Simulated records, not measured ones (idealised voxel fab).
Process module under the name voxel double patterning
Displayed cross-section: cut, width of 290 nm, square cells sized 5 nm.
Each cross-section below is a grid of square cells, stated as bands in top-down order, with one or more rows of cells making up each band.
Band: top and bottom heights (nm) first, top before bottom; then materials from left to right, widths in nm. "edge to edge" marks a sole material filling the band edge to edge. "empty" denotes empty space.
Heights are measured from 0, the level below which the as-received wafer is all one material; the lowest band has no bottom and continues downward, written as in "z 0 and below".
Top row gets the first number, bottom row gets the second, and each row in between changes by the same step: that is how a band width like "30->40" works.
When a step is marked "no change occurred", none of the cells in the cross-section changed during that step.
Heads up: "Closed void inventory" only lists the empty pockets with no open path to the top that are 8 cells or more, and it writes them as width x height at distance, distance from the left edge, in nm.
The remark found on a step's line after its settings is issued by the simulator itself and pertains to that step.
"overlay nm" on a masked step: distance the mask lay right of its planned place, negative for left.
### Here's what the planned process steps look like
1) RECEIVE,material Si
2) CONFORMAL_DEP,material SiN,thk nm 5
3) DIRECTIONAL_DEP,material SiO2,thk nm 5
4) DIRECTIONAL_DEP,material SiCN,thk nm 5
5) DIRECTIONAL_DEP,material aC,thk nm 10
6) PATTERN,tone open,mask id FIRST,material resist,width nm 15,pitch nm 50,thk nm 30,overlay nm 0
7) DIRECTIONAL_ETCH,etch materials aC,depth nm 10
8) STRIP,etch materials resist
9) DIRECTIONAL_ETCH,etch materials SiCN,depth nm 5
10) STRIP,etch materials aC
11) PATTERN,tone open,mask id SECOND,material resist,width nm 15,thk nm 20,overlay nm 0
12) DIRECTIONAL_ETCH,etch materials SiCN,depth nm 5
13) STRIP,etch materials resist
14) DIRECTIONAL_ETCH,etch materials SiO2,depth nm 15
15) STRIP,etch materials SiCN
Heads up: all these wafers start the same, and what changes between them is the thk nm in step 3. The value you see in the plan is just what the first wafer got.
### Step 1 complete: as-received cross-section of the first of several wafers
	z 0 and below = Si edge to edge
	Closed void inventory: none
### Module finished, last step 15 done: cross-section of the first of several wafers
	z 10 to 5 = SiO2: 110 | empty: 15 | SiO2: 10 | empty: 15 | SiO2: 10 | empty: 15 | SiO2: 115
	z 5 to 0 = SiN edge to edge
	z 0 and below = Si edge to edge
	Closed void inventory: none
### Module end, final wafer: cross-section
	z 35 to 20 = SiO2: 110 | empty: 15 | SiO2: 10 | empty: 15 | SiO2: 10 | empty: 15 | SiO2: 115
	z 20 to 5 = SiO2 edge to edge
	z 5 to 0 = SiN edge to edge
	z 0 and below = Si edge to edge
	Closed void inventory: none
### Wafer rows, end of module: cells per material gained (+) or lost (-) since receipt; closed voids last
thk nm 5 | +58 SiN | +49 SiO2 | Closed void inventory: none
thk nm 10 | +58 SiN | +98 SiO2 | Closed void inventory: none
thk nm 15 | +58 SiN | +147 SiO2 | Closed void inventory: none
thk nm 20 | +58 SiN | +205 SiO2 | Closed void inventory: none
thk nm 25 | +58 SiN | +263 SiO2 | Closed void inventory: none
thk nm 30 | +58 SiN | +321 SiO2 | Closed void inventory: none
